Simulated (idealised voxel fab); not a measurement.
Process module in this document: voxel spacer lines
FYI the section here is cut, 215 nm wide, cells are 5 nm squares.
The cross-sections in this document take the form of a grid made of square cells. They are written out as bands, in order from top to bottom. Each band consists of one or more rows of cells. Heights first: top, then bottom, in nm. Then materials, left to right, each with a width in nm. "everywhere" on a single material: fills the band edge to edge. "air": empty space. A quick word on heights: they are counted from 0, and under that level the wafer as it came to us is one material throughout. The lowest band is different from the rest in having no bottom; it simply continues downward, written as in "z 0 and below". A width given as "30->40" starts at the first number in the band's top row and ends at the second number in its bottom row, shifting by an equal amount at every step from row to row. Key: "no modification" - step with no changed cell in the cross-section. "Enclosed void entries" lists enclosed empty spaces (at least 8 cells, no open path upward to the top), each as width x height at distance from the left edge, in nm. Read whatever lies past the settings on a step's line as the simulator's own remark about the step. overlay nm: right-of-plan distance of the mask on a masked step; negative values mean left-of-plan.
The planned process steps are enumerated hereunder:
step 1: RECEIVE | material Si
step 2: CONFORMAL_DEP | material Al2O3 | thk nm 10
step 3: DIRECTIONAL_DEP | material SiN | thk nm 15
step 4: DIRECTIONAL_DEP | material aC | thk nm 30
step 5: PATTERN | tone cover | mask id MANDREL | material resist | width nm 15 | pitch nm 60 | thk nm 40 | overlay nm 0
step 6: DIRECTIONAL_ETCH | etch materials aC | depth nm 30
step 7: STRIP | etch materials resist
step 8: CONFORMAL_DEP | material SiO2 | thk nm 15
step 9: DIRECTIONAL_ETCH | etch materials SiO2 | depth nm 15
step 10: STRIP | etch materials aC
step 11: DIRECTIONAL_ETCH | etch materials SiN | depth nm 15
step 12: STRIP | etch materials SiO2
First of two wafers - as planned:
Wafer at receipt (post step 1), cross-section:
> z 0 and below = Si everywhere
> Enclosed void entries: none
How the wafer stands in section after step 2:
> z 10 to 0 = Al2O3 everywhere
> Under the height 0 nothing was changed.
How the wafer stands in section after step 3:
> z 25 to 10 = SiN everywhere
> Under the height 10 nothing was changed.
How the wafer stands in section after step 4:
> z 55 to 25 = aC everywhere
> Under the height 25 nothing was changed.
How the wafer stands in section after step 5:
> z 95 to 55 = air=70  resist=15  air=45  resist=15  air=70
> Under the height 55 nothing was changed.
How the wafer stands in section after step 6:
> z 65 to 55 = air=70  resist=15  air=45  resist=15  air=70
> z 55 to 25 = air=70  aC=15  air=45  aC=15  air=70
> Under the height 25 nothing was changed.
How the wafer stands in section after step 7:
> z 55 to 25 = air=70  aC=15  air=45  aC=15  air=70
> Under the height 25 nothing was changed.
How the wafer stands in section after step 8:
> z 70 to 55 = air=55  SiO2=45  air=15  SiO2=45  air=55
> z 55 to 40 = air=55  SiO2=15  aC=15  SiO2=15  air=15  SiO2=15  aC=15  SiO2=15  air=55
> z 40 to 25 = SiO2=70  aC=15  SiO2=45  aC=15  SiO2=70
> Under the height 25 nothing was changed.
How the wafer stands in section after step 9:
> z 55 to 25 = air=55  SiO2=15  aC=15  SiO2=15  air=15  SiO2=15  aC=15  SiO2=15  air=55
> Under the height 25 nothing was changed.
How the wafer stands in section after step 10:
> z 55 to 25 = air=55  SiO2=15  air=15  SiO2=15  air=15  SiO2=15  air=15  SiO2=15  air=55
> Under the height 25 nothing was changed.
How the wafer stands in section after step 11:
> z 55 to 25 = air=55  SiO2=15  air=15  SiO2=15  air=15  SiO2=15  air=15  SiO2=15  air=55
> z 25 to 10 = air=55  SiN=15  air=15  SiN=15  air=15  SiN=15  air=15  SiN=15  air=55
> Under the height 10 nothing was changed.
How the wafer stands in section after step 12:
> z 25 to 10 = air=55  SiN=15  air=15  SiN=15  air=15  SiN=15  air=15  SiN=15  air=55
> Under the height 10 nothing was changed.
The second wafer: identical to the first at the outset and in its planned sequence, differing only in that one mistake was made during processing; up to and including step 2, its path is the first wafer's path:
Second wafer, section view, time point: scheduled end of step 3:
> z 40 to 10 = SiN everywhere
> Under the height 10 nothing was changed.
Second wafer, section view, time point: scheduled end of step 4:
> z 70 to 40 = aC everywhere
> Under the height 40 nothing was changed.
Second wafer, section view, time point: scheduled end of step 5:
> z 110 to 70 = air=70  resist=15  air=45  resist=15  air=70
> Under the height 70 nothing was changed.
Second wafer, section view, time point: scheduled end of step 6:
> z 80 to 70 = air=70  resist=15  air=45  resist=15  air=70
> z 70 to 40 = air=70  aC=15  air=45  aC=15  air=70
> Under the height 40 nothing was changed.
Second wafer, section view, time point: scheduled end of step 7:
> z 70 to 40 = air=70  aC=15  air=45  aC=15  air=70
> Under the height 40 nothing was changed.
Second wafer, section view, time point: scheduled end of step 8:
> z 85 to 70 = air=55  SiO2=45  air=15  SiO2=45  air=55
> z 70 to 55 = air=55  SiO2=15  aC=15  SiO2=15  air=15  SiO2=15  aC=15  SiO2=15  air=55
> z 55 to 40 = SiO2=70  aC=15  SiO2=45  aC=15  SiO2=70
> Under the height 40 nothing was changed.
Second wafer, section view, time point: scheduled end of step 9:
> z 70 to 40 = air=55  SiO2=15  aC=15  SiO2=15  air=15  SiO2=15  aC=15  SiO2=15  air=55
> Under the height 40 nothing was changed.
Second wafer, section view, time point: scheduled end of step 10:
> z 70 to 40 = air=55  SiO2=15  air=15  SiO2=15  air=15  SiO2=15  air=15  SiO2=15  air=55
> Under the height 40 nothing was changed.
Second wafer, section view, time point: scheduled end of step 11:
> z 70 to 40 = air=55  SiO2=15  air=15  SiO2=15  air=15  SiO2=15  air=15  SiO2=15  air=55
> z 40 to 25 = air=55  SiN=15  air=15  SiN=15  air=15  SiN=15  air=15  SiN=15  air=55
> Under the height 25 nothing was changed.
Second wafer, section view, time point: scheduled end of step 12:
> z 40 to 25 = air=55  SiN=15  air=15  SiN=15  air=15  SiN=15  air=15  SiN=15  air=55
> Under the height 25 nothing was changed.
Error vs. plan: heads up, step 3 of the plan got done twice
Once processing is complete, comparing cell counts shows that the second wafer has more or fewer of certain materials than the first: +129 SiN
